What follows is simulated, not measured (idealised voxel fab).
A process module follows: voxel local oxidation.
It is cross-section cut that appears here, measuring 145 nm in width, its square cells being 5 nm in size.
How to read a cross-section here: the picture is a grid of square cells, written as bands going from the top down, and any band can span one or more rows of cells. Top height, bottom height, nm. Materials left to right, width each, nm. Single material + "everywhere" = fills band edge to edge. "blank" = empty. Height 0 is the level under which the wafer as received is all one material. The lowest band goes on downwards, as in "0 and below". A width given as "30..40" starts at the first number in the band's top row and ends at the second number in its bottom row, shifting by an equal amount at every step from row to row. What does "left unchanged" mean for a step? It means no cell of the cross-section changed in that step. If an empty space has no open way to the top and is at least 8 cells in size, "Fully sealed voids" lists it, written width x height at distance, where distance is measured from the left edge and every value is in nm. Past the settings on a step's line: simulator remark, on that step. "overlay nm" denotes, for a step that has a mask, the displacement of the mask to the right of its planned place, with negative values corresponding to the left.

[Steps planned for the process]
1,RECEIVE: material Si
2,OXIDIZE: depth nm 5
3,CONFORMAL_DEP: material SiN, thk nm 10
4,MASKED_ETCH: tone cover, mask id ACTIVE, width nm 110, etch materials SiN, depth nm 10, overlay nm 0
5,SELECTIVE_ETCH: etch materials SiO2, depth nm 5
6,OXIDIZE: depth nm 15
7,STRIP: etch materials SiN

[Received-state cross-section, reflecting completion of step 1]
  0 and below: Si everywhere
  Fully sealed voids: none

[End state of the module in cross-section, given the above starting point and plan and one mistake in execution]
  0 down to -5: blank=25, then SiO2=100, then blank=20
  -5 down to -20: SiO2=40, then Si=70, then SiO2=35
  -20 and below: Si everywhere
  Fully sealed voids: none
What was done differently from what was planned? not per plan at step 4, really ran MASKED_ETCH: tone cover, mask id ACTIVE, width nm 110, etch materials SiN, depth nm 10, overlay nm 5
